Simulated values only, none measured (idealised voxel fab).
process module | voxel transistor to metal
210 nm wide, 5 nm square cells: that's cross-section cut.
Bands, listed from the top down, are how a cross-section gets written in this document; the cross-section itself is a grid of square cells, and a band is one or more rows of them. Top, bottom (nm), then materials left to right with widths (nm); lone material tagged "everywhere" fills the whole band edge to edge; "empty" = empty space. The level at which height equals 0 is the one under which the wafer, as it arrives, is entirely one material. No lower edge exists for the bottom band, which continues downward and is notated as in "0..down". Read "30 to 40" as a graded width: first number on top, second number at the bottom, same change between each pair of neighbouring rows. Step marked "no alteration"? Then no cell in the cross-section changed in it. "Catalogued sealed voids" enumerates empty spaces isolated from the top, with no open way to it, that contain at least 8 cells, giving each as width x height at distance from the left edge, all three in nm. after a step's settings: what the simulator itself notes on the step. A step's line can hold "overlay nm"; with a mask on that step, the setting says how far right of the planned place the mask lay, while a negative setting says it lay to the left.
Steps in the process plan:
1 RECEIVE [material Si]
2 OXIDIZE [depth nm 5]
3 CONFORMAL_DEP [material SiN] [thk nm 15]
4 MASKED_ETCH [tone cover] [mask id ACTIVE] [width nm 115] [etch materials SiN] [depth nm 15] [overlay nm 0]
5 MASKED_ETCH [tone cover] [mask id ACTIVE] [width nm 115] [etch materials SiO2] [depth nm 5] [overlay nm 0]
6 MASKED_ETCH [tone cover] [mask id ACTIVE] [width nm 115] [etch materials Si] [depth nm 25] [overlay nm 0]
7 OXIDIZE [depth nm 5]
8 FILL_DEP [material SiO2] [thk nm 15]
9 CMP [height nm 15]
10 SELECTIVE_ETCH [etch materials SiO2] [depth nm 10]
11 STRIP [etch materials SiN]
12 SELECTIVE_ETCH [etch materials SiO2] [depth nm 5]
13 OXIDIZE [depth nm 5]
14 DIRECTIONAL_DEP [material polySi] [thk nm 25]
15 DIRECTIONAL_DEP [material SiCN] [thk nm 10]
16 DIRECTIONAL_DEP [material aC] [thk nm 10]
17 PATTERN [tone cover] [mask id GATE] [material resist] [width nm 15] [thk nm 25] [overlay nm 0]
18 DIRECTIONAL_ETCH [etch materials aC] [depth nm 10]
19 STRIP [etch materials resist]
20 DIRECTIONAL_ETCH [etch materials SiCN] [depth nm 20]
21 DIRECTIONAL_ETCH [etch materials polySi] [depth nm 35]
22 STRIP [etch materials aC]
23 CONFORMAL_DEP [material SiN] [thk nm 10]
24 DIRECTIONAL_ETCH [etch materials SiN] [depth nm 10]
25 DIRECTIONAL_ETCH [etch materials SiO2] [depth nm 5]
26 DIRECTIONAL_ETCH [etch materials Si] [depth nm 10]
27 EPI [material nSi] [thk nm 15]
28 FILL_DEP [material SiO2] [thk nm 5]
29 CMP [height nm 30]
30 DIRECTIONAL_DEP [material SiO2] [thk nm 15]
31 DIRECTIONAL_DEP [material aC] [thk nm 10]
32 PATTERN [tone open] [mask id CONTACT] [material resist] [width nm 20] [pitch nm 75] [thk nm 30] [overlay nm 0]
33 DIRECTIONAL_ETCH [etch materials aC] [depth nm 10]
34 STRIP [etch materials resist]
35 DIRECTIONAL_ETCH [etch materials SiO2] [depth nm 50]
36 STRIP [etch materials aC]
37 CONFORMAL_DEP [material TiN] [thk nm 5]
38 FILL_DEP [material W] [thk nm 5]
39 CMP [height nm 45]
40 CONFORMAL_DEP [material SiCN] [thk nm 5]
41 DIRECTIONAL_DEP [material lowk] [thk nm 25]
42 PATTERN [tone open] [mask id METAL_1] [material resist] [width nm 20] [pitch nm 75] [thk nm 15] [overlay nm 0]
43 DIRECTIONAL_ETCH [etch materials lowk] [depth nm 25]
44 DIRECTIONAL_ETCH [etch materials SiCN] [depth nm 5]
45 STRIP [etch materials resist]
46 CONFORMAL_DEP [material TiN] [thk nm 5]
47 FILL_DEP [material Ru] [thk nm 10]
48 CMP [height nm 75]
49 CONFORMAL_DEP [material SiN] [thk nm 5]
First wafer, two in total, run as planned:
Wafer at receipt (post step 1), cross-section:
    0..down = Si everywhere
    Catalogued sealed voids: none
Wafer after step 2 (cross-section):
    0..-5 = SiO2 everywhere
    No changes below -5.
Wafer after step 3 (cross-section):
    15..0 = SiN everywhere
    No changes below 0.
Wafer after step 4 (cross-section):
    15..0 = empty 45, SiN 115, empty 50
    No changes below 0.
Wafer after step 5 (cross-section):
    15..0 = empty 45, SiN 115, empty 50
    0..-5 = empty 45, SiO2 115, empty 50
    No changes below -5.
Wafer after step 6 (cross-section):
    15..0 = empty 45, SiN 115, empty 50
    0..-5 = empty 45, SiO2 115, empty 50
    -5..-30 = empty 45, Si 115, empty 50
    No changes below -30.
Wafer after step 7 (cross-section):
    15..0 = empty 45, SiN 115, empty 50
    0..-5 = empty 45, SiO2 115, empty 50
    -5..-30 = empty 45, SiO2 5, Si 105, SiO2 5, empty 50
    -30..-35 = SiO2 50, Si 105, SiO2 55
    No changes below -35.
Wafer after step 8 (cross-section):
    30..15 = SiO2 everywhere
    15..0 = SiO2 45, SiN 115, SiO2 50
    0..-5 = SiO2 everywhere
    -5..-35 = SiO2 50, Si 105, SiO2 55
    No changes below -35.
Wafer after step 9 (cross-section):
    15..0 = SiO2 45, SiN 115, SiO2 50
    No changes below 0.
Wafer after step 10 (cross-section):
    15..5 = empty 45, SiN 115, empty 50
    No changes below 5.
Wafer after step 11 (cross-section):
    5..0 = SiO2 45, empty 115, SiO2 50
    No changes below 0.
Wafer after step 12 (cross-section):
    0..-5 = SiO2 40, empty 125, SiO2 45
    No changes below -5.
Wafer after step 13 (cross-section):
    0..-5 = SiO2 40, empty 125, SiO2 45
    -5..-10 = SiO2 everywhere
    No changes below -10.
Wafer after step 14 (cross-section):
    25..20 = polySi 40, empty 125, polySi 45
    20..0 = polySi everywhere
    0..-5 = SiO2 40, polySi 125, SiO2 45
    No changes below -5.
Wafer after step 15 (cross-section):
    35..30 = SiCN 40, empty 125, SiCN 45
    30..25 = SiCN everywhere
    25..20 = polySi 40, SiCN 125, polySi 45
    No changes below 20.
Wafer after step 16 (cross-section):
    45..40 = aC 40, empty 125, aC 45
    40..35 = aC everywhere
    35..30 = SiCN 40, aC 125, SiCN 45
    No changes below 30.
Wafer after step 17 (cross-section):
    70..45 = empty 95, resist 15, empty 100
    45..40 = aC 40, empty 55, resist 15, empty 55, aC 45
    No changes below 40.
Wafer after step 18 (cross-section):
    60..40 = empty 95, resist 15, empty 100
    40..35 = empty 95, aC 15, empty 100
    35..30 = SiCN 40, empty 55, aC 15, empty 55, SiCN 45
    No changes below 30.
Wafer after step 19 (cross-section):
    40..35 = empty 95, aC 15, empty 100
    No changes below 35.
Wafer after step 20 (cross-section):
    40..30 = empty 95, aC 15, empty 100
    30..25 = empty 95, SiCN 15, empty 100
    25..20 = polySi 40, empty 55, SiCN 15, empty 55, polySi 45
    No changes below 20.
Wafer after step 21 (cross-section):
    40..30 = empty 95, aC 15, empty 100
    30..20 = empty 95, SiCN 15, empty 100
    20..0 = empty 95, polySi 15, empty 100
    0..-5 = SiO2 40, empty 55, polySi 15, empty 55, SiO2 45
    No changes below -5.
Wafer after step 22 (cross-section):
    30..20 = empty 95, SiCN 15, empty 100
    No changes below 20.
Wafer after step 23 (cross-section):
    40..30 = empty 85, SiN 35, empty 90
    30..20 = empty 85, SiN 10, SiCN 15, SiN 10, empty 90
    20..10 = empty 85, SiN 10, polySi 15, SiN 10, empty 90
    10..5 = SiN 50, empty 35, SiN 10, polySi 15, SiN 10, empty 35, SiN 55
    5..0 = SiN 95, polySi 15, SiN 100
    0..-5 = SiO2 40, SiN 55, polySi 15, SiN 55, SiO2 45
    No changes below -5.
Wafer after step 24 (cross-section):
    30..20 = empty 85, SiN 10, SiCN 15, SiN 10, empty 90
    20..0 = empty 85, SiN 10, polySi 15, SiN 10, empty 90
    0..-5 = SiO2 40, SiN 10, empty 35, SiN 10, polySi 15, SiN 10, empty 35, SiN 10, SiO2 45
    No changes below -5.
Wafer after step 25 (cross-section):
    30..20 = empty 85, SiN 10, SiCN 15, SiN 10, empty 90
    20..0 = empty 85, SiN 10, polySi 15, SiN 10, empty 90
    0..-5 = empty 40, SiN 10, empty 35, SiN 10, polySi 15, SiN 10, empty 35, SiN 10, empty 45
    -5..-10 = SiO2 50, empty 35, SiO2 35, empty 35, SiO2 55
    No changes below -10.
Wafer after step 26 (cross-section):
    30..20 = empty 85, SiN 10, SiCN 15, SiN 10, empty 90
    20..0 = empty 85, SiN 10, polySi 15, SiN 10, empty 90
    0..-5 = empty 40, SiN 10, empty 35, SiN 10, polySi 15, SiN 10, empty 35, SiN 10, empty 45
    -5..-10 = SiO2 50, empty 35, SiO2 35, empty 35, SiO2 55
    -10..-20 = SiO2 50, empty 35, Si 35, empty 35, SiO2 55
    No changes below -20.
Wafer after step 27 (cross-section):
    30..20 = empty 85, SiN 10, SiCN 15, SiN 10, empty 90
    20..5 = empty 85, SiN 10, polySi 15, SiN 10, empty 90
    5..0 = empty 70, nSi 15, SiN 10, polySi 15, SiN 10, nSi 15, empty 75
    0..-5 = empty 40, SiN 10, empty 20, nSi 15, SiN 10, polySi 15, SiN 10, nSi 15, empty 20, SiN 10, empty 45
    -5..-10 = SiO2 50, nSi 35, SiO2 35, nSi 35, SiO2 55
    -10..-20 = SiO2 50, nSi 35, Si 35, nSi 35, SiO2 55
    No changes below -20.
Wafer after step 28 (cross-section):
    35..30 = SiO2 everywhere
    30..20 = SiO2 85, SiN 10, SiCN 15, SiN 10, SiO2 90
    20..5 = SiO2 85, SiN 10, polySi 15, SiN 10, SiO2 90
    5..0 = SiO2 70, nSi 15, SiN 10, polySi 15, SiN 10, nSi 15, SiO2 75
    0..-5 = SiO2 40, SiN 10, SiO2 20, nSi 15, SiN 10, polySi 15, SiN 10, nSi 15, SiO2 20, SiN 10, SiO2 45
    No changes below -5.
Wafer after step 29 (cross-section):
    30..20 = SiO2 85, SiN 10, SiCN 15, SiN 10, SiO2 90
    No changes below 20.
Wafer after step 30 (cross-section):
    45..30 = SiO2 everywhere
    No changes below 30.
Wafer after step 31 (cross-section):
    55..45 = aC everywhere
    No changes below 45.
Wafer after step 32 (cross-section):
    85..55 = resist 55, empty 20, resist 55, empty 20, resist 60
    No changes below 55.
Wafer after step 33 (cross-section):
    75..55 = resist 55, empty 20, resist 55, empty 20, resist 60
    55..45 = aC 55, empty 20, aC 55, empty 20, aC 60
    No changes below 45.
Wafer after step 34 (cross-section):
    55..45 = aC 55, empty 20, aC 55, empty 20, aC 60
    No changes below 45.
Wafer after step 35 (cross-section):
    55..45 = aC 55, empty 20, aC 55, empty 20, aC 60
    45..30 = SiO2 55, empty 20, SiO2 55, empty 20, SiO2 60
    30..20 = SiO2 55, empty 20, SiO2 10, SiN 10, SiCN 15, SiN 10, SiO2 10, empty 20, SiO2 60
    20..5 = SiO2 55, empty 20, SiO2 10, SiN 10, polySi 15, SiN 10, SiO2 10, empty 20, SiO2 60
    5..0 = SiO2 55, empty 15, nSi 15, SiN 10, polySi 15, SiN 10, nSi 15, empty 15, SiO2 60
    0..-5 = SiO2 40, SiN 10, SiO2 5, empty 15, nSi 15, SiN 10, polySi 15, SiN 10, nSi 15, empty 15, SiO2 5, SiN 10, SiO2 45
    No changes below -5.
Wafer after step 36 (cross-section):
    45..30 = SiO2 55, empty 20, SiO2 55, empty 20, SiO2 60
    No changes below 30.
Wafer after step 37 (cross-section):
    50..45 = TiN 60, empty 10, TiN 65, empty 10, TiN 65
    45..30 = SiO2 55, TiN 5, empty 10, TiN 5, SiO2 55, TiN 5, empty 10, TiN 5, SiO2 60
    30..20 = SiO2 55, TiN 5, empty 10, TiN 5, SiO2 10, SiN 10, SiCN 15, SiN 10, SiO2 10, TiN 5, empty 10, TiN 5, SiO2 60
    20..10 = SiO2 55, TiN 5, empty 10, TiN 5, SiO2 10, SiN 10, polySi 15, SiN 10, SiO2 10, TiN 5, empty 10, TiN 5, SiO2 60
    10..5 = SiO2 55, TiN 5, empty 5, TiN 10, SiO2 10, SiN 10, polySi 15, SiN 10, SiO2 10, TiN 10, empty 5, TiN 5, SiO2 60
    5..0 = SiO2 55, TiN 5, empty 5, TiN 5, nSi 15, SiN 10, polySi 15, SiN 10, nSi 15, TiN 5, empty 5, TiN 5, SiO2 60
    0..-5 = SiO2 40, SiN 10, SiO2 5, TiN 15, nSi 15, SiN 10, polySi 15, SiN 10, nSi 15, TiN 15, SiO2 5, SiN 10, SiO2 45
    No changes below -5.
Wafer after step 38 (cross-section):
    55..50 = W everywhere
    50..45 = TiN 60, W 10, TiN 65, W 10, TiN 65
    45..30 = SiO2 55, TiN 5, W 10, TiN 5, SiO2 55, TiN 5, W 10, TiN 5, SiO2 60
    30..20 = SiO2 55, TiN 5, W 10, TiN 5, SiO2 10, SiN 10, SiCN 15, SiN 10, SiO2 10, TiN 5, W 10, TiN 5, SiO2 60
    20..10 = SiO2 55, TiN 5, W 10, TiN 5, SiO2 10, SiN 10, polySi 15, SiN 10, SiO2 10, TiN 5, W 10, TiN 5, SiO2 60
    10..5 = SiO2 55, TiN 5, W 5, TiN 10, SiO2 10, SiN 10, polySi 15, SiN 10, SiO2 10, TiN 10, W 5, TiN 5, SiO2 60
    5..0 = SiO2 55, TiN 5, W 5, TiN 5, nSi 15, SiN 10, polySi 15, SiN 10, nSi 15, TiN 5, W 5, TiN 5, SiO2 60
    No changes below 0.
Wafer after step 39 (cross-section):
    45..30 = SiO2 55, TiN 5, W 10, TiN 5, SiO2 55, TiN 5, W 10, TiN 5, SiO2 60
    No changes below 30.
Wafer after step 40 (cross-section):
    50..45 = SiCN everywhere
    No changes below 45.
Wafer after step 41 (cross-section):
    75..50 = lowk everywhere
    No changes below 50.
Wafer after step 42 (cross-section):
    90..75 = resist 55, empty 20, resist 55, empty 20, resist 60
    No changes below 75.
Wafer after step 43 (cross-section):
    90..75 = resist 55, empty 20, resist 55, empty 20, resist 60
    75..50 = lowk 55, empty 20, lowk 55, empty 20, lowk 60
    No changes below 50.
Wafer after step 44 (cross-section):
    90..75 = resist 55, empty 20, resist 55, empty 20, resist 60
    75..50 = lowk 55, empty 20, lowk 55, empty 20, lowk 60
    50..45 = SiCN 55, empty 20, SiCN 55, empty 20, SiCN 60
    No changes below 45.
Wafer after step 45 (cross-section):
    75..50 = lowk 55, empty 20, lowk 55, empty 20, lowk 60
    No changes below 50.
Wafer after step 46 (cross-section):
    80..75 = TiN 60, empty 10, TiN 65, empty 10, TiN 65
    75..50 = lowk 55, TiN 5, empty 10, TiN 5, lowk 55, TiN 5, empty 10, TiN 5, lowk 60
    50..45 = SiCN 55, TiN 20, SiCN 55, TiN 20, SiCN 60
    No changes below 45.
Wafer after step 47 (cross-section):
    90..80 = Ru everywhere
    80..75 = TiN 60, Ru 10, TiN 65, Ru 10, TiN 65
    75..50 = lowk 55, TiN 5, Ru 10, TiN 5, lowk 55, TiN 5, Ru 10, TiN 5, lowk 60
    No changes below 50.
Wafer after step 48 (cross-section):
    75..50 = lowk 55, TiN 5, Ru 10, TiN 5, lowk 55, TiN 5, Ru 10, TiN 5, lowk 60
    No changes below 50.
Wafer after step 49 (cross-section):
    80..75 = SiN everywhere
    No changes below 75.
Second wafer, same starting conditions and recipe as the first, one mistake in executing it, nothing differs from the first up to and including step 3:
The second wafer cut through, at the time step 4 was supposed to be finished:
    15..0 = empty 40, SiN 115, empty 55
    No changes below 0.
The second wafer cut through, at the time step 5 was supposed to be finished:
    15..0 = empty 40, SiN 115, empty 55
    0..-5 = empty 40, SiO2 120, empty 50
    No changes below -5.
The second wafer cut through, at the time step 6 was supposed to be finished:
    15..0 = empty 40, SiN 115, empty 55
    0..-5 = empty 40, SiO2 120, empty 50
    -5..-30 = empty 40, Si 120, empty 50
    No changes below -30.
The second wafer cut through, at the time step 7 was supposed to be finished:
    15..0 = empty 40, SiN 115, empty 55
    0..-5 = empty 40, SiO2 120, empty 50
    -5..-30 = empty 40, SiO2 5, Si 110, SiO2 5, empty 50
    -30..-35 = SiO2 45, Si 110, SiO2 55
    No changes below -35.
The second wafer cut through, at the time step 8 was supposed to be finished:
    30..15 = SiO2 everywhere
    15..0 = SiO2 40, SiN 115, SiO2 55
    0..-5 = SiO2 everywhere
    -5..-35 = SiO2 45, Si 110, SiO2 55
    No changes below -35.
The second wafer cut through, at the time step 9 was supposed to be finished:
    15..0 = SiO2 40, SiN 115, SiO2 55
    No changes below 0.
The second wafer cut through, at the time step 10 was supposed to be finished:
    15..5 = empty 40, SiN 115, empty 55
    No changes below 5.
The second wafer cut through, at the time step 11 was supposed to be finished:
    5..0 = SiO2 40, empty 115, SiO2 55
    No changes below 0.
The second wafer cut through, at the time step 12 was supposed to be finished:
    0..-5 = SiO2 35, empty 125, SiO2 50
    No changes below -5.
The second wafer cut through, at the time step 13 was supposed to be finished:
    0..-5 = SiO2 35, empty 125, SiO2 50
    -5..-10 = SiO2 everywhere
    No changes below -10.
The second wafer cut through, at the time step 14 was supposed to be finished:
    25..20 = polySi 35, empty 125, polySi 50
    20..0 = polySi everywhere
    0..-5 = SiO2 35, polySi 125, SiO2 50
    No changes below -5.
The second wafer cut through, at the time step 15 was supposed to be finished:
    35..30 = SiCN 35, empty 125, SiCN 50
    30..25 = SiCN everywhere
    25..20 = polySi 35, SiCN 125, polySi 50
    No changes below 20.
The second wafer cut through, at the time step 16 was supposed to be finished:
    45..40 = aC 35, empty 125, aC 50
    40..35 = aC everywhere
    35..30 = SiCN 35, aC 125, SiCN 50
    No changes below 30.
The second wafer cut through, at the time step 17 was supposed to be finished:
    70..45 = empty 95, resist 15, empty 100
    45..40 = aC 35, empty 60, resist 15, empty 50, aC 50
    No changes below 40.
The second wafer cut through, at the time step 18 was supposed to be finished:
    60..40 = empty 95, resist 15, empty 100
    40..35 = empty 95, aC 15, empty 100
    35..30 = SiCN 35, empty 60, aC 15, empty 50, SiCN 50
    No changes below 30.
The second wafer cut through, at the time step 19 was supposed to be finished:
    40..35 = empty 95, aC 15, empty 100
    No changes below 35.
The second wafer cut through, at the time step 20 was supposed to be finished:
    40..30 = empty 95, aC 15, empty 100
    30..25 = empty 95, SiCN 15, empty 100
    25..20 = polySi 35, empty 60, SiCN 15, empty 50, polySi 50
    No changes below 20.
The second wafer cut through, at the time step 21 was supposed to be finished:
    40..30 = empty 95, aC 15, empty 100
    30..20 = empty 95, SiCN 15, empty 100
    20..0 = empty 95, polySi 15, empty 100
    0..-5 = SiO2 35, empty 60, polySi 15, empty 50, SiO2 50
    No changes below -5.
The second wafer cut through, at the time step 22 was supposed to be finished:
    30..20 = empty 95, SiCN 15, empty 100
    No changes below 20.
The second wafer cut through, at the time step 23 was supposed to be finished:
    40..30 = empty 85, SiN 35, empty 90
    30..20 = empty 85, SiN 10, SiCN 15, SiN 10, empty 90
    20..10 = empty 85, SiN 10, polySi 15, SiN 10, empty 90
    10..5 = SiN 45, empty 40, SiN 10, polySi 15, SiN 10, empty 30, SiN 60
    5..0 = SiN 95, polySi 15, SiN 100
    0..-5 = SiO2 35, SiN 60, polySi 15, SiN 50, SiO2 50
    No changes below -5.
The second wafer cut through, at the time step 24 was supposed to be finished:
    30..20 = empty 85, SiN 10, SiCN 15, SiN 10, empty 90
    20..0 = empty 85, SiN 10, polySi 15, SiN 10, empty 90
    0..-5 = SiO2 35, SiN 10, empty 40, SiN 10, polySi 15, SiN 10, empty 30, SiN 10, SiO2 50
    No changes below -5.
The second wafer cut through, at the time step 25 was supposed to be finished:
    30..20 = empty 85, SiN 10, SiCN 15, SiN 10, empty 90
    20..0 = empty 85, SiN 10, polySi 15, SiN 10, empty 90
    0..-5 = empty 35, SiN 10, empty 40, SiN 10, polySi 15, SiN 10, empty 30, SiN 10, empty 50
    -5..-10 = SiO2 45, empty 40, SiO2 35, empty 30, SiO2 60
    No changes below -10.
The second wafer cut through, at the time step 26 was supposed to be finished:
    30..20 = empty 85, SiN 10, SiCN 15, SiN 10, empty 90
    20..0 = empty 85, SiN 10, polySi 15, SiN 10, empty 90
    0..-5 = empty 35, SiN 10, empty 40, SiN 10, polySi 15, SiN 10, empty 30, SiN 10, empty 50
    -5..-10 = SiO2 45, empty 40, SiO2 35, empty 30, SiO2 60
    -10..-20 = SiO2 45, empty 40, Si 35, empty 30, Si 5, SiO2 55
    No changes below -20.
The second wafer cut through, at the time step 27 was supposed to be finished:
    30..20 = empty 85, SiN 10, SiCN 15, SiN 10, empty 90
    20..5 = empty 85, SiN 10, polySi 15, SiN 10, empty 90
    5..0 = empty 70, nSi 15, SiN 10, polySi 15, SiN 10, nSi 35, empty 55
    0..-5 = empty 35, SiN 10, empty 25, nSi 15, SiN 10, polySi 15, SiN 10, nSi 30, SiN 10, empty 50
    -5..-10 = SiO2 45, nSi 40, SiO2 35, nSi 30, SiO2 60
    -10..-20 = SiO2 45, nSi 40, Si 35, nSi 30, Si 5, SiO2 55
    No changes below -20.
The second wafer cut through, at the time step 28 was supposed to be finished:
    35..30 = SiO2 everywhere
    30..20 = SiO2 85, SiN 10, SiCN 15, SiN 10, SiO2 90
    20..5 = SiO2 85, SiN 10, polySi 15, SiN 10, SiO2 90
    5..0 = SiO2 70, nSi 15, SiN 10, polySi 15, SiN 10, nSi 35, SiO2 55
    0..-5 = SiO2 35, SiN 10, SiO2 25, nSi 15, SiN 10, polySi 15, SiN 10, nSi 30, SiN 10, SiO2 50
    No changes below -5.
The second wafer cut through, at the time step 29 was supposed to be finished:
    30..20 = SiO2 85, SiN 10, SiCN 15, SiN 10, SiO2 90
    No changes below 20.
The second wafer cut through, at the time step 30 was supposed to be finished:
    45..30 = SiO2 everywhere
    No changes below 30.
The second wafer cut through, at the time step 31 was supposed to be finished:
    55..45 = aC everywhere
    No changes below 45.
The second wafer cut through, at the time step 32 was supposed to be finished:
    85..55 = resist 55, empty 20, resist 55, empty 20, resist 60
    No changes below 55.
The second wafer cut through, at the time step 33 was supposed to be finished:
    75..55 = resist 55, empty 20, resist 55, empty 20, resist 60
    55..45 = aC 55, empty 20, aC 55, empty 20, aC 60
    No changes below 45.
The second wafer cut through, at the time step 34 was supposed to be finished:
    55..45 = aC 55, empty 20, aC 55, empty 20, aC 60
    No changes below 45.
The second wafer cut through, at the time step 35 was supposed to be finished:
    55..45 = aC 55, empty 20, aC 55, empty 20, aC 60
    45..30 = SiO2 55, empty 20, SiO2 55, empty 20, SiO2 60
    30..20 = SiO2 55, empty 20, SiO2 10, SiN 10, SiCN 15, SiN 10, SiO2 10, empty 20, SiO2 60
    20..5 = SiO2 55, empty 20, SiO2 10, SiN 10, polySi 15, SiN 10, SiO2 10, empty 20, SiO2 60
    5..0 = SiO2 55, empty 15, nSi 15, SiN 10, polySi 15, SiN 10, nSi 35, SiO2 55
    0..-5 = SiO2 35, SiN 10, SiO2 10, empty 15, nSi 15, SiN 10, polySi 15, SiN 10, nSi 30, SiN 10, SiO2 50
    No changes below -5.
The second wafer cut through, at the time step 36 was supposed to be finished:
    45..30 = SiO2 55, empty 20, SiO2 55, empty 20, SiO2 60
    No changes below 30.
The second wafer cut through, at the time step 37 was supposed to be finished:
    50..45 = TiN 60, empty 10, TiN 65, empty 10, TiN 65
    45..30 = SiO2 55, TiN 5, empty 10, TiN 5, SiO2 55, TiN 5, empty 10, TiN 5, SiO2 60
    30..20 = SiO2 55, TiN 5, empty 10, TiN 5, SiO2 10, SiN 10, SiCN 15, SiN 10, SiO2 10, TiN 5, empty 10, TiN 5, SiO2 60
    20..10 = SiO2 55, TiN 5, empty 10, TiN 5, SiO2 10, SiN 10, polySi 15, SiN 10, SiO2 10, TiN 5, empty 10, TiN 5, SiO2 60
    10..5 = SiO2 55, TiN 5, empty 5, TiN 10, SiO2 10, SiN 10, polySi 15, SiN 10, SiO2 10, TiN 20, SiO2 60
    5..0 = SiO2 55, TiN 5, empty 5, TiN 5, nSi 15, SiN 10, polySi 15, SiN 10, nSi 35, SiO2 55
    0..-5 = SiO2 35, SiN 10, SiO2 10, TiN 15, nSi 15, SiN 10, polySi 15, SiN 10, nSi 30, SiN 10, SiO2 50
    No changes below -5.
The second wafer cut through, at the time step 38 was supposed to be finished:
    55..50 = W everywhere
    50..45 = TiN 60, W 10, TiN 65, W 10, TiN 65
    45..30 = SiO2 55, TiN 5, W 10, TiN 5, SiO2 55, TiN 5, W 10, TiN 5, SiO2 60
    30..20 = SiO2 55, TiN 5, W 10, TiN 5, SiO2 10, SiN 10, SiCN 15, SiN 10, SiO2 10, TiN 5, W 10, TiN 5, SiO2 60
    20..10 = SiO2 55, TiN 5, W 10, TiN 5, SiO2 10, SiN 10, polySi 15, SiN 10, SiO2 10, TiN 5, W 10, TiN 5, SiO2 60
    10..5 = SiO2 55, TiN 5, W 5, TiN 10, SiO2 10, SiN 10, polySi 15, SiN 10, SiO2 10, TiN 20, SiO2 60
    5..0 = SiO2 55, TiN 5, W 5, TiN 5, nSi 15, SiN 10, polySi 15, SiN 10, nSi 35, SiO2 55
    No changes below 0.
The second wafer cut through, at the time step 39 was supposed to be finished:
    45..30 = SiO2 55, TiN 5, W 10, TiN 5, SiO2 55, TiN 5, W 10, TiN 5, SiO2 60
    No changes below 30.
The second wafer cut through, at the time step 40 was supposed to be finished:
    50..45 = SiCN everywhere
    No changes below 45.
The second wafer cut through, at the time step 41 was supposed to be finished:
    75..50 = lowk everywhere
    No changes below 50.
The second wafer cut through, at the time step 42 was supposed to be finished:
    90..75 = resist 55, empty 20, resist 55, empty 20, resist 60
    No changes below 75.
The second wafer cut through, at the time step 43 was supposed to be finished:
    90..75 = resist 55, empty 20, resist 55, empty 20, resist 60
    75..50 = lowk 55, empty 20, lowk 55, empty 20, lowk 60
    No changes below 50.
The second wafer cut through, at the time step 44 was supposed to be finished:
    90..75 = resist 55, empty 20, resist 55, empty 20, resist 60
    75..50 = lowk 55, empty 20, lowk 55, empty 20, lowk 60
    50..45 = SiCN 55, empty 20, SiCN 55, empty 20, SiCN 60
    No changes below 45.
The second wafer cut through, at the time step 45 was supposed to be finished:
    75..50 = lowk 55, empty 20, lowk 55, empty 20, lowk 60
    No changes below 50.
The second wafer cut through, at the time step 46 was supposed to be finished:
    80..75 = TiN 60, empty 10, TiN 65, empty 10, TiN 65
    75..50 = lowk 55, TiN 5, empty 10, TiN 5, lowk 55, TiN 5, empty 10, TiN 5, lowk 60
    50..45 = SiCN 55, TiN 20, SiCN 55, TiN 20, SiCN 60
    No changes below 45.
The second wafer cut through, at the time step 47 was supposed to be finished:
    90..80 = Ru everywhere
    80..75 = TiN 60, Ru 10, TiN 65, Ru 10, TiN 65
    75..50 = lowk 55, TiN 5, Ru 10, TiN 5, lowk 55, TiN 5, Ru 10, TiN 5, lowk 60
    No changes below 50.
The second wafer cut through, at the time step 48 was supposed to be finished:
    75..50 = lowk 55, TiN 5, Ru 10, TiN 5, lowk 55, TiN 5, Ru 10, TiN 5, lowk 60
    No changes below 50.
The second wafer cut through, at the time step 49 was supposed to be finished:
    80..75 = SiN everywhere
    No changes below 75.
Misprocessing identified: step 4 did not happen as planned, as run it was MASKED_ETCH [tone cover] [mask id ACTIVE] [width nm 115] [etch materials SiN] [depth nm 15] [overlay nm -5]
The second wafer ends with more or fewer cells of some materials than the first, per final count: Si +5; SiO2 -6; TiN -4; W -2; nSi +7
